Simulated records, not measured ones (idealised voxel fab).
process module | voxel fin reveal
cross-section cut | 180 nm wide | cells 5 nm
A cross-section is a grid of square cells, given in bands from the top down. A band is one or more rows of cells.
Each band's line starts with the height of the band's top and of its bottom, in nm. Then come its materials from left to right, each with its width in nm. One material with "throughout" fills the band from edge to edge. "air" is empty space.
Height 0 is the level under which the wafer as received is all one material. The lowest band goes on downwards, as in "0 down".
A width such as "30 to 40" changes by the same amount from each row of cells to the next, from the band's top row to its bottom row.
"no change" after a step means that no cell of the cross-section changed.
closed voids: empty space of 8 cells or more with no open way to the top, each as width x height at its distance from the left edge, in nm
after a step's settings: what the simulator itself notes on the step
overlay nm, on a step with a mask: how far to the right of its planned place the mask lay; to the left if negative
plan
1 op RECEIVE | material Si
2 op CONFORMAL_DEP | material SiN | thk nm 10
3 op DIRECTIONAL_DEP | material aC | thk nm 15
4 op PATTERN | tone cover | mask id FINS | material resist | width nm 15 | pitch nm 40 | thk nm 35 | overlay nm -15
5 op DIRECTIONAL_ETCH | etch materials aC | depth nm 15
6 op STRIP | etch materials resist
7 op DIRECTIONAL_ETCH | etch materials SiN | depth nm 10
8 op DIRECTIONAL_ETCH | etch materials Si | depth nm 35
9 op STRIP | etch materials aC
10 op FILL_DEP | material SiO2 | thk nm 10
11 op CMP | height nm 10
12 op SELECTIVE_ETCH | etch materials SiO2 | depth nm 20
13 op STRIP | etch materials SiN
varied across the wafers: overlay nm of step 4. The plan shows the first wafer's value. All wafers start alike
first wafer as received, after step 1
  0 down: Si throughout
  closed voids: none
first wafer at the end, after step 13
  0 to -10: air 25 | Si 15 | air 25 | Si 15 | air 25 | Si 15 | air 60
  -10 to -35: SiO2 25 | Si 15 | SiO2 25 | Si 15 | SiO2 25 | Si 15 | SiO2 60
  -35 down: Si throughout
  closed voids: none
last wafer at the end
  0 to -10: air 55 | Si 15 | air 25 | Si 15 | air 25 | Si 15 | air 30
  -10 to -35: SiO2 55 | Si 15 | SiO2 25 | Si 15 | SiO2 25 | Si 15 | SiO2 30
  -35 down: Si throughout
  closed voids: none
each wafer at the end: cells of each material gained (+) or lost (-) since it was received, then its closed voids
overlay nm -15 | -189 Si | +135 SiO2 | closed voids: none
overlay nm -10 | -189 Si | +135 SiO2 | closed voids: none
overlay nm -5 | -189 Si | +135 SiO2 | closed voids: none
overlay nm 0 | -189 Si | +135 SiO2 | closed voids: none
overlay nm 5 | -189 Si | +135 SiO2 | closed voids: none
overlay nm 10 | -189 Si | +135 SiO2 | closed voids: none
overlay nm 15 | -189 Si | +135 SiO2 | closed voids: none
